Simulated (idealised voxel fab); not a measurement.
The following process module bears the name voxel trench capacitor.
The cross-section shown here is cut; it is 245 nm wide and divided into square cells measuring 5 nm on a side.
A cross-section in this document is a grid of square cells, and it is written down as bands, the top band listed before the ones below it; a band is made up of one or more rows of cells.
What a band's entry tells you: where the top is and where the bottom is, as heights in nm, and after that what lies inside, material by material from left to right, each with its width in nm. Empty space is written as the word "blank", and a single material marked with the word "edge to edge" occupies the band from edge to edge.
Convention: height 0 is the level below which the wafer, as received, is all one material. The lowest band does not terminate at the bottom but continues downward, represented as "top 0, no bottom".
When a width is written as two numbers, as in "30->40", the first number is the width in the top row of cells of the band and the second is the width in its bottom row, and the width changes by the same amount from each row to the next.
"nothing altered" means the step left every cell of the cross-section as it was.
What "Enclosed void entries" gives you is every empty space of 8 cells or more that is cut off from the top. Each appears as width x height at distance, with the distance taken from the left edge and width, height and distance all in nm.
Text after the settings on a step's line: the simulator's own remark on that step.
overlay nm, on a step with a mask: how far to the right of its planned place the mask lay; to the left if negative

These are the steps we planned for the process:
- 1: RECEIVE: material Si
- 2: CONFORMAL_DEP: material SiN, thk nm 5
- 3: PATTERN: tone open, mask id TRENCH, material resist, width nm 15, pitch nm 40, thk nm 20, overlay nm 0
- 4: DIRECTIONAL_ETCH: etch materials SiN, depth nm 5
- 5: DIRECTIONAL_ETCH: etch materials Si, depth nm 40
- 6: STRIP: etch materials resist
- 7: CONFORMAL_DEP: material Al2O3, thk nm 5
- 8: CONFORMAL_DEP: material TiN, thk nm 5
- 9: FILL_DEP: material W, thk nm 10
- 10: CMP: height nm 5
Across this set of wafers, the varied parameter is the width nm of step 3. Starting conditions are identical for every wafer, and the plan reports the value assigned to the first wafer.

Step 1 complete: as-received cross-section of the first of several wafers:
	top 0, no bottom: Si edge to edge
	Enclosed void entries: none

Gained (+) or lost (-) cells of each material since receipt, then closed voids: one row per wafer, at the end of the module:
width nm 15; +57 Al2O3; -72 Si; +40 SiN; +24 TiN; Enclosed void entries: none
width nm 20; +60 Al2O3; -96 Si; +37 SiN; +48 TiN; Enclosed void entries: none
width nm 25; +63 Al2O3; -120 Si; +34 SiN; +51 TiN; +21 W; Enclosed void entries: none
